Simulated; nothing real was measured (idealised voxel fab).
process module | voxel self aligned contacts
cross-section cut | 225 nm wide | cells 5 nm
A cross-section is a grid of square cells, given in bands from the top down. A band is one or more rows of cells.
Each band's line starts with the height of the band's top and of its bottom, in nm. Then come its materials from left to right, each with its width in nm. One material with "throughout" fills the band from edge to edge. "air" is empty space.
Height 0 is the level under which the wafer as received is all one material. The lowest band goes on downwards, as in "0 down".
A width such as "30 to 40" changes by the same amount from each row of cells to the next, from the band's top row to its bottom row.
"no change" after a step means that no cell of the cross-section changed.
closed voids: empty space of 8 cells or more with no open way to the top, each as width x height at its distance from the left edge, in nm
after a step's settings: what the simulator itself notes on the step
overlay nm, on a step with a mask: how far to the right of its planned place the mask lay; to the left if negative
plan
1 op RECEIVE | material Si
2 op OXIDIZE | depth nm 5
3 op DIRECTIONAL_DEP | material polySi | thk nm 30
4 op DIRECTIONAL_DEP | material SiN | thk nm 20
5 op PATTERN | tone cover | mask id GATE | material resist | width nm 35 | pitch nm 70 | thk nm 20 | overlay nm 0
6 op DIRECTIONAL_ETCH | etch materials SiN | depth nm 20
7 op DIRECTIONAL_ETCH | etch materials polySi | depth nm 30
8 op STRIP | etch materials resist
9 op CONFORMAL_DEP | material SiN | thk nm 5
10 op DIRECTIONAL_ETCH | etch materials SiN | depth nm 5
11 op FILL_DEP | material SiO2 | thk nm 20
12 op CMP | height nm 60
13 op DIRECTIONAL_DEP | material aC | thk nm 10
14 op PATTERN | tone open | mask id CONTACT | material resist | width nm 55 | pitch nm 70 | thk nm 25 | overlay nm 0
15 op DIRECTIONAL_ETCH | etch materials aC | depth nm 10
16 op STRIP | etch materials resist
17 op DIRECTIONAL_ETCH | etch materials SiO2 | depth nm 65
18 op STRIP | etch materials aC
19 op CONFORMAL_DEP | material TiN | thk nm 5
20 op FILL_DEP | material W | thk nm 5
21 op CMP | height nm 60
22 op CONFORMAL_DEP | material SiN | thk nm 5
as received, after step 1
  0 down: Si throughout
  closed voids: none
a wafer at the end: this start, this plan, one mistake
  65 to 60: SiN throughout
  60 to 50: SiO2 50 | TiN 5 to 20 | W 45 to 15 | TiN 5 to 20 | SiO2 15 | TiN 5 to 20 | W 45 to 15 | TiN 5 to 20 | SiO2 50
  50 to 30: SiO2 20 | SiN 45 | TiN 5 | W 15 | TiN 5 | SiN 45 | TiN 5 | W 15 | TiN 5 | SiN 45 | SiO2 20
  30 to 25: SiO2 65 | TiN 25 | SiO2 45 | TiN 25 | SiO2 65
  25 to 0: polySi throughout
  0 down: Si throughout
  closed voids: none
what went wrong: steps 2 and 3 were swapped
